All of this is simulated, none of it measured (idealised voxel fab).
process module | voxel ribs on slabs
cross-section cut | 155 nm wide | cells 5 nm
A cross-section is a grid of square cells, given in bands from the top down. A band is one or more rows of cells.
Each band's line starts with the height of the band's top and of its bottom, in nm. Then come its materials from left to right, each with its width in nm. One material with "throughout" fills the band from edge to edge. "air" is empty space.
Height 0 is the level under which the wafer as received is all one material. The lowest band goes on downwards, as in "0 down".
A width such as "30 to 40" changes by the same amount from each row of cells to the next, from the band's top row to its bottom row.
"no change" after a step means that no cell of the cross-section changed.
closed voids: empty space of 8 cells or more with no open way to the top, each as width x height at its distance from the left edge, in nm
after a step's settings: what the simulator itself notes on the step
overlay nm, on a step with a mask: how far to the right of its planned place the mask lay; to the left if negative
plan
1 op RECEIVE | material Si
2 op DIRECTIONAL_DEP | material SiO2 | thk nm 30
3 op DIRECTIONAL_DEP | material polySi | thk nm 25
4 op PATTERN | tone cover | mask id RIB | material resist | width nm 30 | thk nm 15 | overlay nm 0
5 op DIRECTIONAL_ETCH | etch materials polySi | depth nm 10
6 op STRIP | etch materials resist
7 op MASKED_ETCH | tone cover | mask id SLAB | width nm 60 | etch materials polySi | depth nm 15 | overlay nm 0
8 op FILL_DEP | material SiO2 | thk nm 25
9 op CMP | height nm 70
10 op DIRECTIONAL_DEP | material W | thk nm 10
11 op PATTERN | tone cover | mask id HEATER | material resist | width nm 40 | thk nm 15 | overlay nm 0
12 op DIRECTIONAL_ETCH | etch materials W | depth nm 10
13 op STRIP | etch materials resist
14 op CONFORMAL_DEP | material SiO2 | thk nm 10
first wafer, as planned
as received, after step 1
  0 down: Si throughout
  closed voids: none
after step 2
  30 to 0: SiO2 throughout
  below 0: unchanged
after step 3
  55 to 30: polySi throughout
  below 30: unchanged
after step 4
  70 to 55: air 60 | resist 30 | air 65
  below 55: unchanged
after step 5
  70 to 55: air 60 | resist 30 | air 65
  55 to 45: air 60 | polySi 30 | air 65
  below 45: unchanged
after step 6
  55 to 45: air 60 | polySi 30 | air 65
  below 45: unchanged
after step 7
  55 to 45: air 60 | polySi 30 | air 65
  45 to 30: air 45 | polySi 60 | air 50
  below 30: unchanged
after step 8
  80 to 55: SiO2 throughout
  55 to 45: SiO2 60 | polySi 30 | SiO2 65
  45 to 30: SiO2 45 | polySi 60 | SiO2 50
  below 30: unchanged
after step 9
  70 to 55: SiO2 throughout
  below 55: unchanged
after step 10
  80 to 70: W throughout
  below 70: unchanged
after step 11
  95 to 80: air 55 | resist 40 | air 60
  below 80: unchanged
after step 12
  95 to 80: air 55 | resist 40 | air 60
  80 to 70: air 55 | W 40 | air 60
  below 70: unchanged
after step 13
  80 to 70: air 55 | W 40 | air 60
  below 70: unchanged
after step 14
  90 to 80: air 45 | SiO2 60 | air 50
  80 to 70: SiO2 55 | W 40 | SiO2 60
  below 70: unchanged
second wafer: like start, like plan, one mistake. Through step 1 it matches the first wafer
when step 2 should have ended
  30 to 0: polySi throughout
  below 0: unchanged
when step 3 should have ended
  55 to 0: polySi throughout
  below 0: unchanged
when step 4 should have ended
  70 to 55: air 60 | resist 30 | air 65
  below 55: unchanged
when step 5 should have ended
  70 to 55: air 60 | resist 30 | air 65
  55 to 45: air 60 | polySi 30 | air 65
  below 45: unchanged
when step 6 should have ended
  55 to 45: air 60 | polySi 30 | air 65
  below 45: unchanged
when step 7 should have ended
  55 to 45: air 60 | polySi 30 | air 65
  45 to 30: air 45 | polySi 60 | air 50
  below 30: unchanged
when step 8 should have ended
  80 to 55: SiO2 throughout
  55 to 45: SiO2 60 | polySi 30 | SiO2 65
  45 to 30: SiO2 45 | polySi 60 | SiO2 50
  below 30: unchanged
when step 9 should have ended
  70 to 55: SiO2 throughout
  below 55: unchanged
when step 10 should have ended
  80 to 70: W throughout
  below 70: unchanged
when step 11 should have ended
  95 to 80: air 55 | resist 40 | air 60
  below 80: unchanged
when step 12 should have ended
  95 to 80: air 55 | resist 40 | air 60
  80 to 70: air 55 | W 40 | air 60
  below 70: unchanged
when step 13 should have ended
  80 to 70: air 55 | W 40 | air 60
  below 70: unchanged
when step 14 should have ended
  90 to 80: air 45 | SiO2 60 | air 50
  80 to 70: SiO2 55 | W 40 | SiO2 60
  below 70: unchanged
what went wrong: step 2 ran as: op DIRECTIONAL_DEP | material polySi | thk nm 30
at the end the second wafer has, in cells: 186 fewer of SiO2 | 186 more of polySi
